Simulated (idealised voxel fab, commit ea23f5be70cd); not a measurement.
Process module under the name voxel wiring stack
We display cut, a cross-section 225 nm in width whose square cells are each 5 nm.
A cross-section is a grid of square cells, given in bands from the top down. A band is one or more rows of cells. Top height, bottom height, nm. Materials left to right, width each, nm. Single material + "all across" = fills band edge to edge. "empty" = empty. A quick word on heights: they are counted from 0, and under that level the wafer as it came to us is one material throughout. The lowest band is different from the rest in having no bottom; it simply continues downward, written as in "0..down". Read "30 to 40" as a graded width: first number on top, second number at the bottom, same change between each pair of neighbouring rows. "nothing changed" (step): cross-section cells unchanged, all of them. The label "Closed internal voids" introduces a list of the empty spaces, 8 cells or larger, that have no open way up to the top; each entry in it reads width x height at distance, where the distance is taken from the left edge and all three are stated in nm. Post-settings text on a step line: simulator's own remark regarding the step. overlay nm: on a step with a mask, how far right of its planned place the mask lay; negative means left.

Steps in the process plan:
step 1: RECEIVE | material Si
step 2: CONFORMAL_DEP | material SiO2 | thk nm 10
step 3: DIRECTIONAL_DEP | material TiN | thk nm 5
step 4: DIRECTIONAL_DEP | material Ru | thk nm 20
step 5: DIRECTIONAL_DEP | material aC | thk nm 10
step 6: PATTERN | tone cover | mask id METAL_1 | material resist | width nm 30 | pitch nm 50 | thk nm 30 | overlay nm 0
step 7: DIRECTIONAL_ETCH | etch materials aC | depth nm 10
step 8: STRIP | etch materials resist
step 9: DIRECTIONAL_ETCH | etch materials Ru | depth nm 20
step 10: DIRECTIONAL_ETCH | etch materials TiN | depth nm 5
step 11: STRIP | etch materials aC
step 12: CONFORMAL_DEP | material SiCN | thk nm 5
step 13: FILL_DEP | material lowk | thk nm 5
step 14: CMP | height nm 35
step 15: CONFORMAL_DEP | material SiCN | thk nm 5
step 16: DIRECTIONAL_DEP | material lowk | thk nm 15
step 17: MASKED_ETCH | tone open | mask id PLUG_1 | width nm 15 | pitch nm 50 | etch materials lowk | depth nm 15 | overlay nm 0
step 18: MASKED_ETCH | tone open | mask id PLUG_1 | width nm 15 | pitch nm 50 | etch materials SiCN | depth nm 5 | overlay nm 0
step 19: CONFORMAL_DEP | material TiN | thk nm 5
step 20: FILL_DEP | material Cu | thk nm 10
step 21: CMP | height nm 55
step 22: DIRECTIONAL_DEP | material TiN | thk nm 5
step 23: DIRECTIONAL_DEP | material W | thk nm 20
step 24: PATTERN | tone cover | mask id METAL_2 | material resist | width nm 30 | pitch nm 50 | thk nm 15 | overlay nm 0
step 25: DIRECTIONAL_ETCH | etch materials W | depth nm 20
step 26: DIRECTIONAL_ETCH | etch materials TiN | depth nm 5
step 27: STRIP | etch materials resist
step 28: FILL_DEP | material lowk | thk nm 5
step 29: CMP | height nm 80
step 30: CONFORMAL_DEP | material SiCN | thk nm 5
step 31: DIRECTIONAL_DEP | material SiO2 | thk nm 10
step 32: PATTERN | tone open | mask id PLUG_2 | material resist | width nm 15 | pitch nm 100 | thk nm 20 | overlay nm 0
step 33: DIRECTIONAL_ETCH | etch materials SiO2 | depth nm 10
step 34: DIRECTIONAL_ETCH | etch materials SiCN | depth nm 5
step 35: STRIP | etch materials resist
step 36: EPI | material Ru | thk nm 10
step 37: EPI | material Ru | thk nm 5
step 38: DIRECTIONAL_DEP | material TiN | thk nm 5
step 39: DIRECTIONAL_DEP | material Ru | thk nm 25
step 40: PATTERN | tone cover | mask id METAL_3 | material resist | width nm 30 | pitch nm 50 | thk nm 20 | overlay nm 0
step 41: DIRECTIONAL_ETCH | etch materials Ru | depth nm 25
step 42: DIRECTIONAL_ETCH | etch materials TiN | depth nm 5
step 43: STRIP | etch materials resist
step 44: FILL_DEP | material lowk | thk nm 10
step 45: CMP | height nm 125
step 46: CONFORMAL_DEP | material SiN | thk nm 5
Same starting wafers, different thk nm at step 19. Plan value belongs to the first wafer.

Cross-section of the first of several received wafers, showing its state after step 1:
* 0..down: Si all across
* Closed internal voids: none

Wafer cross-section (first of several) - module end, post step 46 (last step):
* 130..125: SiN all across
* 125..100: lowk 20  Ru 30  lowk 20  Ru 30  lowk 20  Ru 30  lowk 20  Ru 30  lowk 25
* 100..95: lowk 20  TiN 30  lowk 20  TiN 30  lowk 20  TiN 30  lowk 20  TiN 30  lowk 25
* 95..85: SiO2 20  Ru 15  SiO2 85  Ru 15  SiO2 90
* 85..80: SiCN 20  Ru 15  SiCN 85  Ru 15  SiCN 90
* 80..60: lowk 20  W 30  lowk 20  W 30  lowk 20  W 30  lowk 20  W 30  lowk 25
* 60..55: lowk 20  TiN 30  lowk 20  TiN 30  lowk 20  TiN 30  lowk 20  TiN 30  lowk 25
* 55..40: lowk 20  TiN 5  Cu 5  TiN 5  lowk 35  TiN 5  Cu 5  TiN 5  lowk 35  TiN 5  Cu 5  TiN 5  lowk 35  TiN 5  Cu 5  TiN 5  lowk 40
* 40..35: SiCN 20  TiN 15  SiCN 35  TiN 15  SiCN 35  TiN 15  SiCN 35  TiN 15  SiCN 40
* 35..15: lowk 15  SiCN 5  Ru 30  SiCN 5  lowk 10  SiCN 5  Ru 30  SiCN 5  lowk 10  SiCN 5  Ru 30  SiCN 5  lowk 10  SiCN 5  Ru 30  SiCN 5  lowk 20
* 15..10: SiCN 20  TiN 30  SiCN 20  TiN 30  SiCN 20  TiN 30  SiCN 20  TiN 30  SiCN 25
* 10..0: SiO2 all across
* 0..down: Si all across
* Closed internal voids: none

Last wafer at the end:
* 130..125: SiN all across
* 125..100: lowk 20  Ru 30  lowk 20  Ru 30  lowk 20  Ru 30  lowk 20  Ru 30  lowk 25
* 100..95: lowk 20  TiN 30  lowk 20  TiN 30  lowk 20  TiN 30  lowk 20  TiN 30  lowk 25
* 95..85: SiO2 20  Ru 15  SiO2 85  Ru 15  SiO2 90
* 85..80: SiCN 20  Ru 15  SiCN 85  Ru 15  SiCN 90
* 80..60: lowk 20  W 30  lowk 20  W 30  lowk 20  W 30  lowk 20  W 30  lowk 25
* 60..55: lowk 20  TiN 30  lowk 20  TiN 30  lowk 20  TiN 30  lowk 20  TiN 30  lowk 25
* 55..40: lowk 20  TiN 15  lowk 35  TiN 15  lowk 35  TiN 15  lowk 35  TiN 15  lowk 40
* 40..35: SiCN 20  TiN 15  SiCN 35  TiN 15  SiCN 35  TiN 15  SiCN 35  TiN 15  SiCN 40
* 35..15: lowk 15  SiCN 5  Ru 30  SiCN 5  lowk 10  SiCN 5  Ru 30  SiCN 5  lowk 10  SiCN 5  Ru 30  SiCN 5  lowk 10  SiCN 5  Ru 30  SiCN 5  lowk 20
* 15..10: SiCN 20  TiN 30  SiCN 20  TiN 30  SiCN 20  TiN 30  SiCN 20  TiN 30  SiCN 25
* 10..0: SiO2 all across
* 0..down: Si all across
* Closed internal voids: none

Where each wafer stands at the end of the module, a row apiece: cells of each material gained (+) or lost (-) since it was received, then closed voids:
thk nm 5 | +12 Cu | +234 Ru | +125 SiCN | +45 SiN | +168 SiO2 | +108 TiN | +96 W | +382 lowk | Closed internal voids: none
thk nm 10 | +234 Ru | +125 SiCN | +45 SiN | +168 SiO2 | +120 TiN | +96 W | +382 lowk | Closed internal voids: none
thk nm 15 | +234 Ru | +125 SiCN | +45 SiN | +168 SiO2 | +120 TiN | +96 W | +382 lowk | Closed internal voids: none
thk nm 20 | +234 Ru | +125 SiCN | +45 SiN | +168 SiO2 | +120 TiN | +96 W | +382 lowk | Closed internal voids: none
